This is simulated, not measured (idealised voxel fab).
process module | voxel wiring stack
cross-section cut | 280 nm wide | cells 5 nm
A cross-section is a grid of square cells, given in bands from the top down. A band is one or more rows of cells.
Each band's line starts with the height of the band's top and of its bottom, in nm. Then come its materials from left to right, each with its width in nm. One material with "throughout" fills the band from edge to edge. "air" is empty space.
Height 0 is the level under which the wafer as received is all one material. The lowest band goes on downwards, as in "0 down".
A width such as "30 to 40" changes by the same amount from each row of cells to the next, from the band's top row to its bottom row.
"no change" after a step means that no cell of the cross-section changed.
closed voids: empty space of 8 cells or more with no open way to the top, each as width x height at its distance from the left edge, in nm
after a step's settings: what the simulator itself notes on the step
overlay nm, on a step with a mask: how far to the right of its planned place the mask lay; to the left if negative
plan
1 op RECEIVE | material Si
2 op CONFORMAL_DEP | material SiO2 | thk nm 10
3 op CONFORMAL_DEP | material SiN | thk nm 5
4 op DIRECTIONAL_DEP | material lowk | thk nm 25
5 op PATTERN | tone open | mask id METAL_1 | material resist | width nm 25 | pitch nm 40 | thk nm 20 | overlay nm 0
6 op DIRECTIONAL_ETCH | etch materials lowk | depth nm 25
7 op DIRECTIONAL_ETCH | etch materials SiN | depth nm 5
8 op STRIP | etch materials resist
9 op CONFORMAL_DEP | material TiN | thk nm 5
10 op FILL_DEP | material W | thk nm 5
11 op CMP | height nm 40
12 op CONFORMAL_DEP | material SiCN | thk nm 5
13 op DIRECTIONAL_DEP | material SiO2 | thk nm 30
14 op PATTERN | tone open | mask id METAL_2_HOLES | material resist | width nm 15 | pitch nm 40 | thk nm 20 | overlay nm 0
15 op DIRECTIONAL_ETCH | etch materials SiO2 | depth nm 30
16 op STRIP | etch materials resist
17 op DIRECTIONAL_DEP | material aC | thk nm 15
18 op PATTERN | tone open | mask id METAL_2 | material resist | width nm 25 | pitch nm 40 | thk nm 30 | overlay nm 0
19 op DIRECTIONAL_ETCH | etch materials aC | depth nm 15
20 op STRIP | etch materials resist
21 op DIRECTIONAL_ETCH | etch materials SiO2 | depth nm 15
22 op DIRECTIONAL_ETCH | etch materials SiCN | depth nm 5
23 op STRIP | etch materials aC
24 op CONFORMAL_DEP | material TiN | thk nm 5
25 op FILL_DEP | material Cu | thk nm 10
26 op CMP | height nm 75
27 op CONFORMAL_DEP | material SiCN | thk nm 5
28 op DIRECTIONAL_DEP | material lowk | thk nm 25
29 op PATTERN | tone open | mask id METAL_3_HOLES | material resist | width nm 15 | pitch nm 40 | thk nm 20 | overlay nm 0
30 op DIRECTIONAL_ETCH | etch materials lowk | depth nm 25
31 op STRIP | etch materials resist
32 op DIRECTIONAL_DEP | material aC | thk nm 10
33 op PATTERN | tone open | mask id METAL_3 | material resist | width nm 15 | pitch nm 40 | thk nm 30 | overlay nm 0
34 op DIRECTIONAL_ETCH | etch materials aC | depth nm 10
35 op STRIP | etch materials resist
36 op DIRECTIONAL_ETCH | etch materials lowk | depth nm 15
37 op DIRECTIONAL_ETCH | etch materials SiCN | depth nm 5
38 op STRIP | etch materials aC
39 op CONFORMAL_DEP | material TiN | thk nm 5
40 op FILL_DEP | material Cu | thk nm 10
41 op CMP | height nm 105
42 op CONFORMAL_DEP | material SiCN | thk nm 5
varied across the wafers: width nm of step 33. The plan shows the first wafer's value. All wafers start alike
first wafer as received, after step 1
  0 down: Si throughout
  closed voids: none
first wafer at the end, after step 42
  110 to 105: SiCN throughout
  105 to 95: lowk 65 | TiN 5 | Cu 10 | TiN 5 | lowk 20 | TiN 5 | Cu 10 | TiN 5 | lowk 20 | TiN 5 | Cu 10 | TiN 5 | lowk 20 | TiN 5 | Cu 10 | TiN 5 | lowk 75
  95 to 85: lowk 65 | TiN 5 | Cu 5 | TiN 10 to 5 | lowk 20 to 25 | TiN 5 | Cu 5 | TiN 10 to 5 | lowk 20 to 25 | TiN 5 | Cu 5 | TiN 10 to 5 | lowk 20 to 25 | TiN 5 | Cu 5 | TiN 10 to 5 | lowk 75 to 80
  85 to 80: lowk 65 | TiN 15 | lowk 25 | TiN 15 | lowk 25 | TiN 15 | lowk 25 | TiN 15 | lowk 80
  80 to 75: SiCN 70 | TiN 10 | SiCN 30 | TiN 10 | SiCN 30 | TiN 10 | SiCN 30 | TiN 10 | SiCN 80
  75 to 65: SiO2 65 | TiN 5 | Cu 15 | TiN 5 | SiO2 15 | TiN 5 | Cu 15 | TiN 5 | SiO2 15 | TiN 5 | Cu 15 | TiN 5 | SiO2 15 | TiN 5 | Cu 15 | TiN 5 | SiO2 70
  65 to 60: SiO2 65 | TiN 5 | Cu 5 | TiN 15 | SiO2 15 | TiN 5 | Cu 5 | TiN 15 | SiO2 15 | TiN 5 | Cu 5 | TiN 15 | SiO2 15 | TiN 5 | Cu 5 | TiN 15 | SiO2 70
  60 to 45: SiO2 65 | TiN 5 | Cu 5 | TiN 5 | SiO2 25 | TiN 5 | Cu 5 | TiN 5 | SiO2 25 | TiN 5 | Cu 5 | TiN 5 | SiO2 25 | TiN 5 | Cu 5 | TiN 5 | SiO2 80
  45 to 40: SiCN 65 | TiN 15 | SiCN 25 | TiN 15 | SiCN 25 | TiN 15 | SiCN 25 | TiN 15 | SiCN 80
  40 to 15: lowk 65 | TiN 5 | W 15 | TiN 5 | lowk 15 | TiN 5 | W 15 | TiN 5 | lowk 15 | TiN 5 | W 15 | TiN 5 | lowk 15 | TiN 5 | W 15 | TiN 5 | lowk 70
  15 to 10: SiN 65 | TiN 25 | SiN 15 | TiN 25 | SiN 15 | TiN 25 | SiN 15 | TiN 25 | SiN 70
  10 to 0: SiO2 throughout
  0 down: Si throughout
  closed voids: none
last wafer at the end
  110 to 105: SiCN throughout
  105 to 95: lowk 65 | TiN 5 | Cu 15 | TiN 5 | lowk 15 | TiN 5 | Cu 15 | TiN 5 | lowk 15 | TiN 5 | Cu 15 | TiN 5 | lowk 15 | TiN 5 | Cu 15 | TiN 5 | lowk 70
  95 to 90: lowk 65 | TiN 5 | Cu 5 | TiN 15 | lowk 15 | TiN 5 | Cu 5 | TiN 15 | lowk 15 | TiN 5 | Cu 5 | TiN 15 | lowk 15 | TiN 5 | Cu 5 | TiN 15 | lowk 70
  90 to 80: lowk 65 | TiN 5 | Cu 5 | TiN 5 | lowk 25 | TiN 5 | Cu 5 | TiN 5 | lowk 25 | TiN 5 | Cu 5 | TiN 5 | lowk 25 | TiN 5 | Cu 5 | TiN 5 | lowk 80
  80 to 75: SiCN 65 | TiN 15 | SiCN 25 | TiN 15 | SiCN 25 | TiN 15 | SiCN 25 | TiN 15 | SiCN 80
  75 to 65: SiO2 65 | TiN 5 | Cu 15 | TiN 5 | SiO2 15 | TiN 5 | Cu 15 | TiN 5 | SiO2 15 | TiN 5 | Cu 15 | TiN 5 | SiO2 15 | TiN 5 | Cu 15 | TiN 5 | SiO2 70
  65 to 60: SiO2 65 | TiN 5 | Cu 5 | TiN 15 | SiO2 15 | TiN 5 | Cu 5 | TiN 15 | SiO2 15 | TiN 5 | Cu 5 | TiN 15 | SiO2 15 | TiN 5 | Cu 5 | TiN 15 | SiO2 70
  60 to 45: SiO2 65 | TiN 5 | Cu 5 | TiN 5 | SiO2 25 | TiN 5 | Cu 5 | TiN 5 | SiO2 25 | TiN 5 | Cu 5 | TiN 5 | SiO2 25 | TiN 5 | Cu 5 | TiN 5 | SiO2 80
  45 to 40: SiCN 65 | TiN 15 | SiCN 25 | TiN 15 | SiCN 25 | TiN 15 | SiCN 25 | TiN 15 | SiCN 80
  40 to 15: lowk 65 | TiN 5 | W 15 | TiN 5 | lowk 15 | TiN 5 | W 15 | TiN 5 | lowk 15 | TiN 5 | W 15 | TiN 5 | lowk 15 | TiN 5 | W 15 | TiN 5 | lowk 70
  15 to 10: SiN 65 | TiN 25 | SiN 15 | TiN 25 | SiN 15 | TiN 25 | SiN 15 | TiN 25 | SiN 70
  10 to 0: SiO2 throughout
  0 down: Si throughout
  closed voids: none
each wafer at the end: cells of each material gained (+) or lost (-) since it was received, then its closed voids
width nm 15 | +64 Cu | +148 SiCN | +36 SiN | +352 SiO2 | +184 TiN | +60 W | +388 lowk | closed voids: none
width nm 20 | +72 Cu | +148 SiCN | +36 SiN | +352 SiO2 | +188 TiN | +60 W | +376 lowk | closed voids: none
width nm 25 | +76 Cu | +144 SiCN | +36 SiN | +352 SiO2 | +188 TiN | +60 W | +376 lowk | closed voids: none
